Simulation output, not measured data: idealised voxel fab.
Herein follows the process module entitled voxel gate over fins.
Section cut is 275 nm wide and gridded with 5 nm square cells.
When this document writes out a cross-section, it uses a grid of square cells and lists it as bands, beginning at the top and moving down, with a band standing for one or more rows of cells. Heights first: top, then bottom, in nm. Then materials, left to right, each with a width in nm. "all across" on a single material: fills the band edge to edge. "blank": empty space. Where do heights start? At 0: under that level the wafer as delivered is made of one material only. And the lowest band has no floor; it just carries on downward, as in "z 0 and below". A width given as "30->40" starts at the first number in the band's top row and ends at the second number in its bottom row, shifting by an equal amount at every step from row to row. Step note "everything unchanged" = no cross-section cell changed. The list in "Encapsulated voids" covers empty spaces of 8 cells or more that cannot reach the top through any open way, and it gives each as width x height at distance; the distance is from the left edge, and width, height and distance are in nm. Heads up: the bit after the settings on a step's line is the simulator's remark on that step. overlay nm: mask offset rightward from planned place, masked step; negative means leftward offset.
So here's the lineup of process steps we planned:
1: RECEIVE, material Si
2: CONFORMAL_DEP, material SiN, thk nm 10
3: DIRECTIONAL_DEP, material aC, thk nm 15
4: PATTERN, tone cover, mask id FINS, material resist, width nm 15, pitch nm 50, thk nm 35, overlay nm 0
5: DIRECTIONAL_ETCH, etch materials aC, depth nm 15
6: STRIP, etch materials resist
7: DIRECTIONAL_ETCH, etch materials SiN, depth nm 10
8: DIRECTIONAL_ETCH, etch materials Si, depth nm 40
9: STRIP, etch materials aC
10: OXIDIZE, depth nm 5
11: FILL_DEP, material SiO2, thk nm 15
12: CMP, height nm 10
13: MASKED_ETCH, tone open, mask id RAIL, width nm 15, etch materials SiO2, depth nm 45, overlay nm 0
14: CONFORMAL_DEP, material TiN, thk nm 5
15: FILL_DEP, material W, thk nm 10
16: CMP, height nm 10
17: SELECTIVE_ETCH, etch materials W Ru TiN, depth nm 30
18: FILL_DEP, material SiO2, thk nm 5
19: CMP, height nm 10
20: SELECTIVE_ETCH, etch materials SiO2, depth nm 20
21: STRIP, etch materials SiN
22: CONFORMAL_DEP, material HfO2, thk nm 5
23: CONFORMAL_DEP, material TiN, thk nm 5
24: CONFORMAL_DEP, material TiAl, thk nm 5
25: CONFORMAL_DEP, material TiN, thk nm 5
26: FILL_DEP, material W, thk nm 15
27: CMP, height nm 30
28: CONFORMAL_DEP, material SiCN, thk nm 10
Cross-section: wafer on arrival = after step 1:
z 0 and below = Si all across
Encapsulated voids: none
Result of the module, cross-sectioned: start per above, plan per above, one error in how it was run:
z 40 to 30 = SiCN all across
z 30 to 20 = W all across
z 20 to 15 = W 90 nm | TiN 45 nm | W 5 nm | TiN 45 nm | W 90 nm
z 15 to 10 = W 90 nm | TiN 5 nm | TiAl 35 nm | TiN 5 nm | W 5 nm | TiN 5 nm | TiAl 35 nm | TiN 5 nm | W 90 nm
z 10 to 5 = TiN 95 nm | TiAl 5 nm | TiN 25 nm | TiAl 5 nm | TiN 5 nm | W 5 nm | TiN 5 nm | TiAl 5 nm | TiN 25 nm | TiAl 5 nm | TiN 95 nm
z 5 to 0 = TiAl 100 nm | TiN 5 nm | HfO2 15 nm | TiN 5 nm | TiAl 5 nm | TiN 5 nm | W 5 nm | TiN 5 nm | TiAl 5 nm | TiN 5 nm | HfO2 15 nm | TiN 5 nm | TiAl 100 nm
z 0 to -5 = TiN 95 nm | TiAl 5 nm | TiN 5 nm | HfO2 5 nm | Si 5 nm | HfO2 5 nm | TiN 5 nm | TiAl 5 nm | TiN 15 nm | TiAl 5 nm | TiN 5 nm | HfO2 5 nm | Si 5 nm | HfO2 5 nm | TiN 5 nm | TiAl 5 nm | TiN 95 nm
z -5 to -10 = HfO2 90 nm | TiN 5 nm | TiAl 5 nm | TiN 5 nm | HfO2 5 nm | Si 5 nm | HfO2 5 nm | TiN 5 nm | TiAl 25 nm | TiN 5 nm | HfO2 5 nm | Si 5 nm | HfO2 5 nm | TiN 5 nm | TiAl 5 nm | TiN 5 nm | HfO2 90 nm
z -10 to -15 = SiO2 85 nm | HfO2 5 nm | TiN 15 nm | HfO2 5 nm | Si 5 nm | HfO2 5 nm | TiN 35 nm | HfO2 5 nm | Si 5 nm | HfO2 5 nm | TiN 15 nm | HfO2 5 nm | SiO2 85 nm
z -15 to -20 = SiO2 85 nm | HfO2 25 nm | Si 5 nm | HfO2 45 nm | Si 5 nm | HfO2 25 nm | SiO2 85 nm
z -20 to -30 = SiO2 110 nm | Si 5 nm | SiO2 15 nm | TiN 5 nm | W 5 nm | TiN 5 nm | SiO2 15 nm | Si 5 nm | SiO2 110 nm
z -30 to -35 = SiO2 110 nm | Si 5 nm | SiO2 15 nm | TiN 15 nm | SiO2 15 nm | Si 5 nm | SiO2 110 nm
z -35 to -45 = SiO2 110 nm | Si 5 nm | SiO2 45 nm | Si 5 nm | SiO2 110 nm
z -45 and below = Si all across
Encapsulated voids: none
Error vs. plan: steps 20 and 21 of the plan were each performed in the slot designated for the other
